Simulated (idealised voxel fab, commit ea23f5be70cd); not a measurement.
The following is a process module called voxel local oxidation.
It is cross-section cut that appears here, measuring 205 nm in width, its square cells being 5 nm in size.
Bands, listed from the top down, are how a cross-section gets written in this document; the cross-section itself is a grid of square cells, and a band is one or more rows of them. For a band, the entry starts with two heights in nm, that of the top and then that of the bottom, and carries on with the band's materials in order from left to right, each alongside its width in nm; the word "full width" beside a single material means it fills the band edge to edge, and "empty" means empty space. Ref level 0: as-received wafer is one material below here. Bottom band extends down with no lower bound ("0 nm and below"). Width "30..40": first value at the band's top row of cells, second value at its bottom row, equal change from row to row. Any step labelled "nothing got changed" changed none of the cells in the cross-section. So "Enclosed void entries" is basically the list of trapped voids: any empty space of 8 cells or more that can't reach the top through an opening. They're written width x height at distance, the distance being from the left edge, and it's all nm. after a step's settings: what the simulator itself notes on the step. The setting "overlay nm" may be written on the line of a step. When the step uses a mask, the value reports how far to the right of the planned place the mask lay, and a negative value reports that it lay to the left.

## This section lists the process steps that were planned
1 RECEIVE, material Si
2 CONFORMAL_DEP, material SiO2, thk nm 5
3 CONFORMAL_DEP, material SiN, thk nm 15
4 DIRECTIONAL_DEP, material aC, thk nm 10
5 PATTERN, tone cover, mask id ACTIVE, material resist, width nm 90, thk nm 30, overlay nm 0
6 DIRECTIONAL_ETCH, etch materials aC, depth nm 10
7 STRIP, etch materials resist
8 DIRECTIONAL_ETCH, etch materials SiN, depth nm 15
9 STRIP, etch materials aC
10 SELECTIVE_ETCH, etch materials SiO2, depth nm 5
11 OXIDIZE, depth nm 15
12 STRIP, etch materials SiN

## Cross-section of the wafer as it came to us, i.e., already through step 1
	0 nm and below | Si full width
	Enclosed void entries: none

## Module complete, cross-section. Starting point and plan per above. One mistake made in running the module
	15 nm to 0 nm | SiO2 full width
	0 nm and below | Si full width
	Enclosed void entries: none
Diagnosis: step 3 did not use the planned setting and instead ran as CONFORMAL_DEP, material SiO2, thk nm 15
